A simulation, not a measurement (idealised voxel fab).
process module | voxel capacitor over wiring
cross-section cut | 300 nm wide | cells 5 nm
A cross-section is a grid of square cells, given in bands from the top down. A band is one or more rows of cells.
Each band's line starts with the height of the band's top and of its bottom, in nm. Then come its materials from left to right, each with its width in nm. One material with "throughout" fills the band from edge to edge. "air" is empty space.
Height 0 is the level under which the wafer as received is all one material. The lowest band goes on downwards, as in "0 down".
A width such as "30 to 40" changes by the same amount from each row of cells to the next, from the band's top row to its bottom row.
"no change" after a step means that no cell of the cross-section changed.
closed voids: empty space of 8 cells or more with no open way to the top, each as width x height at its distance from the left edge, in nm
after a step's settings: what the simulator itself notes on the step
overlay nm, on a step with a mask: how far to the right of its planned place the mask lay; to the left if negative
plan
1 op RECEIVE | material Si
2 op CONFORMAL_DEP | material SiO2 | thk nm 15
3 op DIRECTIONAL_DEP | material TiN | thk nm 5
4 op DIRECTIONAL_DEP | material Ru | thk nm 15
5 op DIRECTIONAL_DEP | material aC | thk nm 10
6 op PATTERN | tone cover | mask id METAL_1 | material resist | width nm 15 | pitch nm 80 | thk nm 25 | overlay nm 0
7 op DIRECTIONAL_ETCH | etch materials aC | depth nm 10
8 op STRIP | etch materials resist
9 op DIRECTIONAL_ETCH | etch materials Ru | depth nm 15
10 op DIRECTIONAL_ETCH | etch materials TiN | depth nm 5
11 op STRIP | etch materials aC
12 op FILL_DEP | material SiO2 | thk nm 10
13 op CMP | height nm 35
14 op CONFORMAL_DEP | material SiCN | thk nm 5
15 op DIRECTIONAL_DEP | material SiO2 | thk nm 20
16 op MASKED_ETCH | tone open | mask id PLUG_1 | width nm 15 | etch materials SiO2 | depth nm 20 | overlay nm 0
17 op MASKED_ETCH | tone open | mask id PLUG_1 | width nm 15 | etch materials SiCN | depth nm 5 | overlay nm 0
18 op CONFORMAL_DEP | material TiN | thk nm 5
19 op FILL_DEP | material Ru | thk nm 5
20 op CMP | height nm 60
21 op DIRECTIONAL_DEP | material TiN | thk nm 10
22 op DIRECTIONAL_DEP | material Al2O3 | thk nm 5
23 op DIRECTIONAL_DEP | material TiN | thk nm 5
24 op MASKED_ETCH | tone cover | mask id UPPER_PLATE | width nm 60 | etch materials TiN | depth nm 5 | overlay nm 0
25 op MASKED_ETCH | tone cover | mask id UPPER_PLATE | width nm 60 | etch materials Al2O3 | depth nm 5 | overlay nm 0
26 op MASKED_ETCH | tone cover | mask id LOWER_PLATE | width nm 70 | etch materials TiN | depth nm 10 | overlay nm 0
27 op FILL_DEP | material SiO2 | thk nm 15
28 op CMP | height nm 90
29 op DIRECTIONAL_DEP | material aC | thk nm 15
30 op PATTERN | tone open | mask id PLUG_2 | material resist | width nm 15 | thk nm 35 | overlay nm 0
31 op DIRECTIONAL_ETCH | etch materials aC | depth nm 15
32 op STRIP | etch materials resist
33 op DIRECTIONAL_ETCH | etch materials SiO2 | depth nm 10
34 op STRIP | etch materials aC
35 op CONFORMAL_DEP | material TiN | thk nm 5
36 op FILL_DEP | material Ru | thk nm 5
37 op CMP | height nm 90
38 op CONFORMAL_DEP | material SiN | thk nm 5
varied across the wafers: width nm of step 6. The plan shows the first wafer's value. All wafers start alike
first wafer as received, after step 1
  0 down: Si throughout
  closed voids: none
first wafer at the end, after step 38
  95 to 90: SiN throughout
  90 to 85: SiO2 115 | TiN 5 | Ru 5 | TiN 5 | SiO2 170
  85 to 75: SiO2 115 to 105 | TiN 15 to 60 | SiO2 170 to 135
  75 to 70: SiO2 105 | Al2O3 60 | SiO2 135
  70 to 60: SiO2 100 | TiN 70 | SiO2 130
  60 to 40: SiO2 105 | TiN 5 | Ru 5 | TiN 5 | SiO2 180
  40 to 35: SiCN 105 | TiN 15 | SiCN 180
  35 to 20: SiO2 100 | Ru 15 | SiO2 65 | Ru 15 | SiO2 105
  20 to 15: SiO2 100 | TiN 15 | SiO2 65 | TiN 15 | SiO2 105
  15 to 0: SiO2 throughout
  0 down: Si throughout
  closed voids: none
last wafer at the end
  95 to 90: SiN throughout
  90 to 85: SiO2 115 | TiN 5 | Ru 5 | TiN 5 | SiO2 170
  85 to 75: SiO2 115 to 105 | TiN 15 to 60 | SiO2 170 to 135
  75 to 70: SiO2 105 | Al2O3 60 | SiO2 135
  70 to 60: SiO2 100 | TiN 70 | SiO2 130
  60 to 40: SiO2 105 | TiN 5 | Ru 5 | TiN 5 | SiO2 180
  40 to 35: SiCN 105 | TiN 15 | SiCN 180
  35 to 20: SiO2 90 | Ru 40 | SiO2 40 | Ru 40 | SiO2 90
  20 to 15: SiO2 90 | TiN 40 | SiO2 40 | TiN 40 | SiO2 90
  15 to 0: SiO2 throughout
  0 down: Si throughout
  closed voids: none
each wafer at the end: cells of each material gained (+) or lost (-) since it was received, then its closed voids
width nm 15 | +12 Al2O3 | +23 Ru | +57 SiCN | +60 SiN | +926 SiO2 | +62 TiN | closed voids: none
width nm 20 | +12 Al2O3 | +29 Ru | +57 SiCN | +60 SiN | +918 SiO2 | +64 TiN | closed voids: none
width nm 25 | +12 Al2O3 | +35 Ru | +57 SiCN | +60 SiN | +910 SiO2 | +66 TiN | closed voids: none
width nm 30 | +12 Al2O3 | +41 Ru | +57 SiCN | +60 SiN | +902 SiO2 | +68 TiN | closed voids: none
width nm 35 | +12 Al2O3 | +47 Ru | +57 SiCN | +60 SiN | +894 SiO2 | +70 TiN | closed voids: none
width nm 40 | +12 Al2O3 | +53 Ru | +57 SiCN | +60 SiN | +886 SiO2 | +72 TiN | closed voids: none
